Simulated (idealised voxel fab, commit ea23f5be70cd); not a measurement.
This section sets out a process module, namely voxel ribs on slabs.
The cross-section on display is named cut; it measures 185 nm wide, and its cells are 5 nm squares.
This document writes a cross-section as a grid whose cells are square, and gives it as bands, listed from the top down; one or more rows of cells form a band.
Per band: top height and bottom height in nm, followed by the left-to-right materials and their widths in nm; "full width" marks a single material spanning edge to edge, "air" marks empty space.
Height is counted from the level 0, under which the received wafer is composed throughout of one material. The lowest of the bands is not closed at the bottom but continues downward, in the notation "0..down".
Width: "30 to 40" (first number = top row, second number = bottom row, same change from row to row of cells).
"nothing changed" after a step means that no cell of the cross-section changed.
In "Closed internal cavities" the enclosed voids are listed, meaning empty spaces of 8 cells or larger without any opening to the top. The form is width x height at distance, distance from the left edge, units nm.
Whatever follows a step's settings on its line is a remark the simulator itself makes about that step.
The line of a step may include "overlay nm". On a step with a mask, this value is how far to the right of its planned place the mask lay. A negative value means the mask lay to the left.

### The following list gives the planned process steps
1. RECEIVE [material Si]
2. DIRECTIONAL_DEP [material SiO2] [thk nm 25]
3. DIRECTIONAL_DEP [material SiN] [thk nm 15]
4. PATTERN [tone cover] [mask id RIB] [material resist] [width nm 30] [thk nm 15] [overlay nm 0]
5. DIRECTIONAL_ETCH [etch materials SiN] [depth nm 5]
6. STRIP [etch materials resist]
7. DIRECTIONAL_DEP [material aC] [thk nm 10]
8. PATTERN [tone cover] [mask id SLAB] [material resist] [width nm 50] [thk nm 25] [overlay nm 0]
9. DIRECTIONAL_ETCH [etch materials aC] [depth nm 10]
10. STRIP [etch materials resist]
11. DIRECTIONAL_ETCH [etch materials SiN] [depth nm 10]
12. STRIP [etch materials aC]
13. FILL_DEP [material SiO2] [thk nm 25]
14. CMP [height nm 60]
15. DIRECTIONAL_DEP [material W] [thk nm 5]
16. PATTERN [tone cover] [mask id HEATER] [material resist] [width nm 40] [thk nm 15] [overlay nm 0]
17. DIRECTIONAL_ETCH [etch materials W] [depth nm 5]
18. STRIP [etch materials resist]
19. CONFORMAL_DEP [material SiN] [thk nm 10]
Every wafer here starts from the same state; it is the step 8 width nm that distinguishes them, and the value the plan gives belongs to the first wafer.

### First of several wafers (as received, post step 1), cross-sectional view
> 0..down | Si full width
> Closed internal cavities: none

### Last step of the module is step 19; after it, the first of several wafers in cross-section
> 75..70 | 60 air, then 60 SiN, then 65 air
> 70..65 | SiN full width
> 65..60 | 70 SiN, then 40 W, then 75 SiN
> 60..40 | SiO2 full width
> 40..35 | 75 SiO2, then 30 SiN, then 80 SiO2
> 35..25 | 65 SiO2, then 50 SiN, then 70 SiO2
> 25..0 | SiO2 full width
> 0..down | Si full width
> Closed internal cavities: none

### Wafer cross-section (last wafer, module end)
> 75..70 | 60 air, then 60 SiN, then 65 air
> 70..65 | SiN full width
> 65..60 | 70 SiN, then 40 W, then 75 SiN
> 60..40 | SiO2 full width
> 40..35 | 75 SiO2, then 30 SiN, then 80 SiO2
> 35..25 | 55 SiO2, then 75 SiN, then 55 SiO2
> 25..0 | SiO2 full width
> 0..down | Si full width
> Closed internal cavities: none

### Heads up, this table goes wafer by wafer. A row tells you, at the end of the module, how many cells of each material that wafer has put on (+) or dropped (-) since it was received, and then its closed voids
width nm 50 | +104 SiN | +418 SiO2 | +8 W | Closed internal cavities: none
width nm 55 | +106 SiN | +416 SiO2 | +8 W | Closed internal cavities: none
width nm 60 | +108 SiN | +414 SiO2 | +8 W | Closed internal cavities: none
width nm 65 | +110 SiN | +412 SiO2 | +8 W | Closed internal cavities: none
width nm 70 | +112 SiN | +410 SiO2 | +8 W | Closed internal cavities: none
width nm 75 | +114 SiN | +408 SiO2 | +8 W | Closed internal cavities: none
